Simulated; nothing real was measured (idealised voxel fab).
Process module in this document: voxel transistor to metal
The figure presents cross-section cut, which has a width of 215 nm and is divided into square cells with an edge length of 5 nm.
A cross-section in this document is a grid of square cells, and it is written down as bands, the top band listed before the ones below it; a band is made up of one or more rows of cells.
Look at the band entry: it leads with the top's height and the bottom's height in nm. Then it lists the materials left to right, with a width in nm for each. The word "throughout" on a single material says that material fills the band edge to edge. The word "blank" is empty space.
Height 0 is the level under which the wafer as received is all one material. The lowest band goes on downwards, as in "0 -> down".
Per-row width for "30 to 40": begins at first number (top row of band), ends at second number (bottom row), increment between rows held constant.
Any step labelled "no change" changed none of the cells in the cross-section.
"Sealed void list" - sealed voids, min. 8 cells, no opening to top; format: width x height at distance (distance from left edge; nm throughout).
Text after the settings on a step's line: the simulator's own remark on that step.
Steps that use a mask can have "overlay nm" on their line. It says how far the mask sat to the right of where it was meant to be. Negative means to the left.

-- Intended process steps
- 1: RECEIVE, material Si
- 2: CONFORMAL_DEP, material SiO2, thk nm 5
- 3: CONFORMAL_DEP, material SiN, thk nm 10
- 4: DIRECTIONAL_DEP, material aC, thk nm 15
- 5: PATTERN, tone cover, mask id ACTIVE, material resist, width nm 115, thk nm 30, overlay nm 0
- 6: DIRECTIONAL_ETCH, etch materials aC, depth nm 15
- 7: STRIP, etch materials resist
- 8: DIRECTIONAL_ETCH, etch materials SiN, depth nm 10
- 9: DIRECTIONAL_ETCH, etch materials SiO2, depth nm 5
- 10: DIRECTIONAL_ETCH, etch materials Si, depth nm 30
- 11: STRIP, etch materials aC
- 12: FILL_DEP, material SiO2, thk nm 10
- 13: CMP, height nm 15
- 14: SELECTIVE_ETCH, etch materials SiO2, depth nm 5
- 15: STRIP, etch materials SiN
- 16: SELECTIVE_ETCH, etch materials SiO2, depth nm 5
- 17: OXIDIZE, depth nm 5
- 18: DIRECTIONAL_DEP, material polySi, thk nm 30
- 19: DIRECTIONAL_DEP, material SiCN, thk nm 15
- 20: MASKED_ETCH, tone cover, mask id GATE, width nm 35, etch materials SiCN, depth nm 25, overlay nm 0
- 21: MASKED_ETCH, tone cover, mask id GATE, width nm 35, etch materials polySi, depth nm 40, overlay nm 0
- 22: CONFORMAL_DEP, material SiO2, thk nm 5
- 23: DIRECTIONAL_ETCH, etch materials SiO2, depth nm 5
- 24: CONFORMAL_DEP, material SiN, thk nm 5
- 25: DIRECTIONAL_ETCH, etch materials SiN, depth nm 5
- 26: DIRECTIONAL_ETCH, etch materials SiO2, depth nm 5
- 27: DIRECTIONAL_ETCH, etch materials Si, depth nm 15
- 28: EPI, material pSi, thk nm 20
- 29: FILL_DEP, material SiO2, thk nm 5
- 30: CMP, height nm 30
- 31: STRIP, etch materials polySi
- 32: SELECTIVE_ETCH, etch materials SiO2, depth nm 5
- 33: CONFORMAL_DEP, material HfO2, thk nm 5
- 34: CONFORMAL_DEP, material TiN, thk nm 5
- 35: FILL_DEP, material W, thk nm 5
- 36: CMP, height nm 25
- 37: DIRECTIONAL_DEP, material SiO2, thk nm 10
- 38: MASKED_ETCH, tone open, mask id CONTACT, width nm 20, pitch nm 85, etch materials SiO2, depth nm 20, overlay nm 0
- 39: CONFORMAL_DEP, material TiN, thk nm 5
- 40: FILL_DEP, material W, thk nm 5
- 41: CMP, height nm 35
- 42: DIRECTIONAL_DEP, material TiN, thk nm 5
- 43: DIRECTIONAL_DEP, material W, thk nm 15
- 44: MASKED_ETCH, tone cover, mask id METAL_1, width nm 20, pitch nm 85, etch materials W, depth nm 15, overlay nm 0
- 45: MASKED_ETCH, tone cover, mask id METAL_1, width nm 20, pitch nm 85, etch materials TiN, depth nm 5, overlay nm 0
- 46: FILL_DEP, material SiO2, thk nm 5
- 47: CMP, height nm 55
- 48: CONFORMAL_DEP, material SiN, thk nm 5

-- As-received state of the wafer in cross-section, equivalent to post-step 1
> 0 -> down: Si throughout
> Sealed void list: none

-- Module complete - cross-section of the first of two wafers, run according to plan
> 60 -> 55: SiN throughout
> 55 -> 40: SiO2 55 / W 20 / SiO2 65 / W 20 / SiO2 55
> 40 -> 35: SiO2 55 / TiN 20 / SiO2 65 / TiN 20 / SiO2 55
> 35 -> 25: SiO2 55 / TiN 5 / W 10 / TiN 5 / SiO2 65 / TiN 5 / W 10 / TiN 5 / SiO2 55
> 25 -> 20: SiO2 55 / TiN 5 / W 10 / TiN 5 / SiO2 5 / SiN 5 / HfO2 5 / TiN 5 / W 25 / TiN 5 / HfO2 5 / SiN 5 / SiO2 5 / TiN 5 / W 10 / TiN 5 / SiO2 55
> 20 -> 15: SiO2 55 / TiN 20 / SiO2 5 / SiN 5 / HfO2 5 / TiN 5 / W 25 / TiN 5 / HfO2 5 / SiN 5 / SiO2 5 / TiN 20 / SiO2 55
> 15 -> 5: SiO2 45 / pSi 35 / SiN 5 / HfO2 5 / TiN 5 / W 25 / TiN 5 / HfO2 5 / SiN 5 / pSi 35 / SiO2 45
> 5 -> 0: SiO2 45 / pSi 5 / SiN 5 / pSi 25 / SiN 5 / HfO2 5 / TiN 35 / HfO2 5 / SiN 5 / pSi 25 / SiN 5 / pSi 5 / SiO2 45
> 0 -> -5: SiO2 55 / pSi 25 / SiO2 5 / HfO2 45 / SiO2 5 / pSi 25 / SiO2 55
> -5 -> -20: SiO2 50 / Si 5 / pSi 25 / Si 55 / pSi 25 / Si 5 / SiO2 50
> -20 -> -30: SiO2 50 / Si 115 / SiO2 50
> -30 -> down: Si throughout
> Sealed void list: none

-- Cross-section, second wafer: same start as the first, same plan as the first, one mistake in running it; taken at the end of the module
> 60 -> 55: SiN throughout
> 55 -> 40: SiO2 55 / W 20 / SiO2 65 / W 20 / SiO2 55
> 40 -> 35: SiO2 55 / TiN 20 / SiO2 65 / TiN 20 / SiO2 55
> 35 -> 25: SiO2 55 / TiN 5 / W 10 / TiN 5 / SiO2 65 / TiN 5 / W 10 / TiN 5 / SiO2 55
> 25 -> 20: SiO2 55 / TiN 5 / W 10 / TiN 5 / SiO2 5 / SiN 5 / TiN 5 / HfO2 5 / W 25 / HfO2 5 / TiN 5 / SiN 5 / SiO2 5 / TiN 5 / W 10 / TiN 5 / SiO2 55
> 20 -> 15: SiO2 55 / TiN 20 / SiO2 5 / SiN 5 / TiN 5 / HfO2 5 / W 25 / HfO2 5 / TiN 5 / SiN 5 / SiO2 5 / TiN 20 / SiO2 55
> 15 -> 5: SiO2 45 / pSi 35 / SiN 5 / TiN 5 / HfO2 5 / W 25 / HfO2 5 / TiN 5 / SiN 5 / pSi 35 / SiO2 45
> 5 -> 0: SiO2 45 / pSi 5 / SiN 5 / pSi 25 / SiN 5 / TiN 5 / HfO2 35 / TiN 5 / SiN 5 / pSi 25 / SiN 5 / pSi 5 / SiO2 45
> 0 -> -5: SiO2 55 / pSi 25 / SiO2 5 / TiN 45 / SiO2 5 / pSi 25 / SiO2 55
> -5 -> -20: SiO2 50 / Si 5 / pSi 25 / Si 55 / pSi 25 / Si 5 / SiO2 50
> -20 -> -30: SiO2 50 / Si 115 / SiO2 50
> -30 -> down: Si throughout
> Sealed void list: none
So what did we get wrong on this run? deviation from plan: step 34 and step 33 executed in one another's positions
Upon completion, the second wafer contains, in terms of cells, a greater or smaller amount of certain materials than the first wafer: 4 fewer of HfO2 | 4 more of TiN
